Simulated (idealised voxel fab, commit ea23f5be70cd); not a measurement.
The following process module bears the name voxel spacer lines.
The width of the displayed cross-section, cut, is 245 nm; its cells are square, with a size of 5 nm.
Just so we're on the same page, the cross-sections are grids of square cells, and they're listed out in bands top to bottom, each band one or more rows deep. Band entry format. Leading values: height of top, height of bottom, nm. Remainder: materials in left-to-right order, each with its width in nm. Special words: "all across" on a single material, which then fills the band edge to edge; "empty", empty space. Counting heights begins at 0, where everything beneath is, in the wafer as received, one material. The lowest band has no bottom; it goes on downwards, as "z 0 and below" shows. It should be noted that a width expressed as "30..40" varies in equal increments from row to row of cells within the band, taking the value of the first number at the top row and that of the second number at the bottom row. For the purposes of this document, the phrase "stayed the same" attached to a step denotes that no cell within the cross-section was modified by that step. Look at "Completely sealed voids" for the closed voids: empty spaces with no open path to the top, sized 8 cells or up. Each is width x height at distance, distance from the left edge, all nm. On each step's line, the part that comes after the settings is the simulator's own comment on the step. "overlay nm", when on a step's line for a step with a mask, measures how far to the right of its planned place the mask lay; a negative measure means to the left.

**Steps in the process plan**
1: RECEIVE,material Si
2: CONFORMAL_DEP,material Al2O3,thk nm 5
3: DIRECTIONAL_DEP,material W,thk nm 20
4: DIRECTIONAL_DEP,material aC,thk nm 25
5: PATTERN,tone cover,mask id MANDREL,material resist,width nm 25,pitch nm 70,thk nm 30,overlay nm 0
6: DIRECTIONAL_ETCH,etch materials aC,depth nm 25
7: STRIP,etch materials resist
8: CONFORMAL_DEP,material SiO2,thk nm 10
9: DIRECTIONAL_ETCH,etch materials SiO2,depth nm 10
10: STRIP,etch materials aC
11: DIRECTIONAL_ETCH,etch materials W,depth nm 20
12: STRIP,etch materials SiO2

**Cross-section: wafer on arrival = after step 1**
* z 0 and below  Si all across
* Completely sealed voids: none

**first wafer at the end, as planned**
* z 25 to 5  empty 65 nm / W 10 nm / empty 25 nm / W 10 nm / empty 25 nm / W 10 nm / empty 25 nm / W 10 nm / empty 65 nm
* z 5 to 0  Al2O3 all across
* z 0 and below  Si all across
* Completely sealed voids: none

**Wafer two, end of module, cross-section. Same start, same plan as wafer one. One mistake in the run**
* z 25 to 5  empty 75 nm / W 10 nm / empty 5 nm / W 10 nm / empty 45 nm / W 10 nm / empty 5 nm / W 10 nm / empty 75 nm
* z 5 to 0  Al2O3 all across
* z 0 and below  Si all across
* Completely sealed voids: none
Error vs. plan: note that step 5 departed from the planned setting and was carried out as PATTERN,tone open,mask id MANDREL,material resist,width nm 25,pitch nm 70,thk nm 30,overlay nm 0
At the end, the second wafer has the same number of cells of each material as the first, but those cells sit in other places.
